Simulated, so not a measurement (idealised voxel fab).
voxel wiring stack: a process module
155 nm wide, 5 nm square cells: that's cross-section cut.
Bands, listed from the top down, are how a cross-section gets written in this document; the cross-section itself is a grid of square cells, and a band is one or more rows of them. Top, bottom (nm), then materials left to right with widths (nm); lone material tagged "throughout" fills the whole band edge to edge; "blank" = empty space. Heads up on the height convention: 0 is the point under which the incoming wafer is all one material, and the lowest band has no bottom, it just keeps going down, like "z 0 and below". Quick explanation for "30->40": the width changes in equal steps down the rows of cells, from the first number in the band's top row to the second number in its bottom row. What does "no modification" mean for a step? It means no cell of the cross-section changed in that step. So "Closed internal cavities" is basically the list of trapped voids: any empty space of 8 cells or more that can't reach the top through an opening. They're written width x height at distance, the distance being from the left edge, and it's all nm. Formally, on a step line, whatever follows the settings is a remark that the simulator itself makes on the step. You can add "overlay nm" to a step's line. For a step with a mask, it describes how far the mask lay to the right of its planned position, and a negative number describes a lay to the left.
Here's what the planned process steps look like
1,RECEIVE (material Si)
2,CONFORMAL_DEP (material SiO2; thk nm 15)
3,CONFORMAL_DEP (material SiCN; thk nm 5)
4,DIRECTIONAL_DEP (material lowk; thk nm 20)
5,PATTERN (tone open; mask id METAL_1; material resist; width nm 20; pitch nm 40; thk nm 20; overlay nm 0)
6,DIRECTIONAL_ETCH (etch materials lowk; depth nm 20)
7,DIRECTIONAL_ETCH (etch materials SiCN; depth nm 5)
8,STRIP (etch materials resist)
9,CONFORMAL_DEP (material TiN; thk nm 5)
10,FILL_DEP (material W; thk nm 10)
11,CMP (height nm 40)
12,CONFORMAL_DEP (material SiCN; thk nm 5)
13,DIRECTIONAL_DEP (material lowk; thk nm 15)
14,MASKED_ETCH (tone open; mask id PLUG_1; width nm 15; pitch nm 40; etch materials lowk; depth nm 15; overlay nm 0)
15,MASKED_ETCH (tone open; mask id PLUG_1; width nm 15; pitch nm 40; etch materials SiCN; depth nm 5; overlay nm 0)
16,EPI (material Ru; thk nm 10)
17,EPI (material Ru; thk nm 10)
18,CONFORMAL_DEP (material SiCN; thk nm 5)
19,DIRECTIONAL_DEP (material SiO2; thk nm 25)
20,DIRECTIONAL_DEP (material aC; thk nm 10)
21,PATTERN (tone open; mask id METAL_2; material resist; width nm 20; pitch nm 40; thk nm 25; overlay nm 0)
22,DIRECTIONAL_ETCH (etch materials aC; depth nm 10)
23,STRIP (etch materials resist)
24,DIRECTIONAL_ETCH (etch materials SiO2; depth nm 25)
25,DIRECTIONAL_ETCH (etch materials SiCN; depth nm 5)
26,STRIP (etch materials aC)
27,CONFORMAL_DEP (material TiN; thk nm 5)
28,FILL_DEP (material W; thk nm 10)
29,CMP (height nm 90)
30,CONFORMAL_DEP (material SiCN; thk nm 5)
31,DIRECTIONAL_DEP (material SiO2; thk nm 15)
32,MASKED_ETCH (tone open; mask id PLUG_2; width nm 15; pitch nm 40; etch materials SiO2; depth nm 15; overlay nm 0)
33,MASKED_ETCH (tone open; mask id PLUG_2; width nm 15; pitch nm 40; etch materials SiCN; depth nm 5; overlay nm 0)
34,EPI (material Ru; thk nm 10)
35,EPI (material Ru; thk nm 10)
36,CONFORMAL_DEP (material SiCN; thk nm 5)
37,DIRECTIONAL_DEP (material lowk; thk nm 15)
38,DIRECTIONAL_DEP (material aC; thk nm 10)
39,PATTERN (tone open; mask id METAL_3; material resist; width nm 20; pitch nm 40; thk nm 30; overlay nm 0)
40,DIRECTIONAL_ETCH (etch materials aC; depth nm 10)
41,STRIP (etch materials resist)
42,DIRECTIONAL_ETCH (etch materials lowk; depth nm 15)
43,DIRECTIONAL_ETCH (etch materials SiCN; depth nm 5)
44,STRIP (etch materials aC)
45,CONFORMAL_DEP (material TiN; thk nm 5)
46,FILL_DEP (material Cu; thk nm 5)
47,CMP (height nm 130)
48,EPI (material Ru; thk nm 5)
49,FILL_DEP (material SiCN; thk nm 5)
Here's what the wafer looked like in cross-section when it arrived - that's after step 1
* z 0 and below  Si throughout
* Closed internal cavities: none
The cross-section shown corresponds to the wafer at the conclusion of the module. The initial structure and the process plan are those presented above; however, one mistake occurred in executing the plan
* z 140 to 135  SiCN throughout
* z 135 to 130  SiCN: 20, Ru: 30, SiCN: 10, Ru: 30, SiCN: 10, Ru: 30, SiCN: 25
* z 130 to 115  lowk: 25, TiN: 5, Cu: 10, TiN: 5, lowk: 20, TiN: 5, Cu: 10, TiN: 5, lowk: 20, TiN: 5, Cu: 10, TiN: 5, lowk: 30
* z 115 to 110  SiCN: 25, TiN: 20, SiCN: 20, TiN: 20, SiCN: 20, TiN: 20, SiCN: 30
* z 110 to 95  SiO2: 25, Ru: 15, SiO2: 25, Ru: 15, SiO2: 25, Ru: 15, SiO2: 35
* z 95 to 90  SiCN: 25, Ru: 15, SiCN: 25, Ru: 15, SiCN: 25, Ru: 15, SiCN: 35
* z 90 to 80  W: 15, TiN: 5, SiO2: 5, TiN: 5, W: 25, TiN: 5, SiO2: 5, TiN: 5, W: 25, TiN: 5, SiO2: 5, TiN: 5, W: 45
* z 80 to 75  TiN: 20, SiO2: 5, TiN: 5, W: 10, TiN: 20, SiO2: 5, TiN: 5, W: 10, TiN: 20, SiO2: 5, TiN: 5, W: 10, TiN: 35
* z 75 to 65  SiO2: 25, TiN: 5, W: 10, TiN: 5, SiO2: 20, TiN: 5, W: 10, TiN: 5, SiO2: 20, TiN: 5, W: 10, TiN: 5, SiO2: 30
* z 65 to 60  SiO2: 20, SiCN: 5, TiN: 20, SiO2: 15, SiCN: 5, TiN: 20, SiO2: 15, SiCN: 5, TiN: 20, SiO2: 30
* z 60 to 50  SiO2: 20, SiCN: 5, lowk: 15, SiCN: 5, SiO2: 15, SiCN: 5, lowk: 15, SiCN: 5, SiO2: 15, SiCN: 5, lowk: 15, SiCN: 5, SiO2: 30
* z 50 to 45  SiCN: 25, lowk: 15, SiCN: 25, lowk: 15, SiCN: 25, lowk: 15, SiCN: 35
* z 45 to 40  SiCN throughout
* z 40 to 20  lowk: 25, TiN: 5, W: 10, TiN: 5, lowk: 20, TiN: 5, W: 10, TiN: 5, lowk: 20, TiN: 5, W: 10, TiN: 5, lowk: 30
* z 20 to 15  SiCN: 25, TiN: 20, SiCN: 20, TiN: 20, SiCN: 20, TiN: 20, SiCN: 30
* z 15 to 0  SiO2 throughout
* z 0 and below  Si throughout
* Closed internal cavities: none
The plan and the run diverged here: in deviation from the planned setting, step 14 was conducted as MASKED_ETCH (tone cover; mask id PLUG_1; width nm 15; pitch nm 40; etch materials lowk; depth nm 15; overlay nm 0)
